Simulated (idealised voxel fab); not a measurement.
Name of the process module below: voxel self aligned vias
Each square cell in cross-section cut measures 5 nm, and the section as a whole is 280 nm wide.
Each cross-section below is a grid of square cells, stated as bands in top-down order, with one or more rows of cells making up each band.
Per band: top height and bottom height in nm, followed by the left-to-right materials and their widths in nm; "everywhere" marks a single material spanning edge to edge, "air" marks empty space.
Basically, 0 is our baseline, since under it the wafer straight out of the box is all one material. The bottom band has no lower end and keeps on going down, so it looks like "0 nm and below".
Read "30 to 40" as a graded width: first number on top, second number at the bottom, same change between each pair of neighbouring rows.
Key: "all unchanged" - step with no changed cell in the cross-section.
In the "Sealed internal cavities" entry, you get each enclosed empty space of 8 cells or more, one with no open way to the top, written width x height at distance, distance from the left edge, in nm.
Past the settings on a step's line: simulator remark, on that step.
For masked steps, "overlay nm" on the step line gives how far right of plan the mask actually lay; a minus sign means it lay to the left.
Process steps - plan
1,RECEIVE,material Si
2,CONFORMAL_DEP,material SiO2,thk nm 15
3,CONFORMAL_DEP,material SiCN,thk nm 5
4,DIRECTIONAL_DEP,material lowk,thk nm 30
5,MASKED_ETCH,tone open,mask id LINES,width nm 30,pitch nm 75,etch materials lowk,depth nm 30,overlay nm 0
6,CONFORMAL_DEP,material TiN,thk nm 5
7,FILL_DEP,material W,thk nm 10
8,CMP,height nm 50
9,SELECTIVE_ETCH,etch materials W Ru TiN,depth nm 10
10,FILL_DEP,material SiN,thk nm 10
11,CMP,height nm 50
12,DIRECTIONAL_DEP,material lowk,thk nm 20
13,MASKED_ETCH,tone open,mask id VIAS,width nm 50,etch materials lowk,depth nm 20,overlay nm 0
14,MASKED_ETCH,tone open,mask id VIAS,width nm 50,etch materials SiN,depth nm 10,overlay nm -15
15,CONFORMAL_DEP,material TiN,thk nm 5
16,FILL_DEP,material Ru,thk nm 5
17,CMP,height nm 70
18,CONFORMAL_DEP,material SiN,thk nm 5
The wafers in this document start out alike and differ in the overlay nm applied at step 14; the plan shows the value used for the first wafer.
Cross-sectional view of the first of several wafers in the as-received condition, corresponding to the state following step 1
0 nm and below = Si everywhere
Sealed internal cavities: none
Post step 18, the closing step of the module: first of several wafers, cross-sectioned
75 nm to 70 nm = SiN everywhere
70 nm to 55 nm = lowk=75  TiN=5  Ru=40  TiN=5  lowk=155
55 nm to 50 nm = lowk=75  TiN=15  Ru=15  TiN=20  lowk=155
50 nm to 45 nm = lowk=85  TiN=5  Ru=15  TiN=5  SiN=5  lowk=45  SiN=30  lowk=90
45 nm to 40 nm = lowk=85  TiN=25  SiN=5  lowk=45  SiN=30  lowk=90
40 nm to 25 nm = lowk=85  TiN=5  W=20  TiN=5  lowk=45  TiN=5  W=20  TiN=5  lowk=90
25 nm to 20 nm = lowk=85  TiN=30  lowk=45  TiN=30  lowk=90
20 nm to 15 nm = SiCN everywhere
15 nm to 0 nm = SiO2 everywhere
0 nm and below = Si everywhere
Sealed internal cavities: none
Cross-sectional view, end of module, last wafer of several
75 nm to 70 nm = SiN everywhere
70 nm to 55 nm = lowk=75  TiN=5  Ru=40  TiN=5  lowk=155
55 nm to 50 nm = lowk=75  TiN=20  Ru=15  TiN=15  lowk=155
50 nm to 45 nm = lowk=85  SiN=5  TiN=5  Ru=15  TiN=5  lowk=45  SiN=30  lowk=90
45 nm to 40 nm = lowk=85  SiN=5  TiN=25  lowk=45  SiN=30  lowk=90
40 nm to 25 nm = lowk=85  TiN=5  W=20  TiN=5  lowk=45  TiN=5  W=20  TiN=5  lowk=90
25 nm to 20 nm = lowk=85  TiN=30  lowk=45  TiN=30  lowk=90
20 nm to 15 nm = SiCN everywhere
15 nm to 0 nm = SiO2 everywhere
0 nm and below = Si everywhere
Sealed internal cavities: none
Per wafer (row), end of module: delta in cells per material since receipt, (+) for gained, (-) for lost; closed voids after that
overlay nm -15; +30 Ru; +56 SiCN; +70 SiN; +168 SiO2; +44 TiN; +24 W; +448 lowk; Sealed internal cavities: none
overlay nm -10; +32 Ru; +56 SiCN; +68 SiN; +168 SiO2; +44 TiN; +24 W; +448 lowk; Sealed internal cavities: none
overlay nm -5; +32 Ru; +56 SiCN; +68 SiN; +168 SiO2; +44 TiN; +24 W; +448 lowk; Sealed internal cavities: none
overlay nm 0; +32 Ru; +56 SiCN; +68 SiN; +168 SiO2; +44 TiN; +24 W; +448 lowk; Sealed internal cavities: none
overlay nm 5; +32 Ru; +56 SiCN; +68 SiN; +168 SiO2; +44 TiN; +24 W; +448 lowk; Sealed internal cavities: none
overlay nm 10; +32 Ru; +56 SiCN; +68 SiN; +168 SiO2; +44 TiN; +24 W; +448 lowk; Sealed internal cavities: none
overlay nm 15; +30 Ru; +56 SiCN; +70 SiN; +168 SiO2; +44 TiN; +24 W; +448 lowk; Sealed internal cavities: none
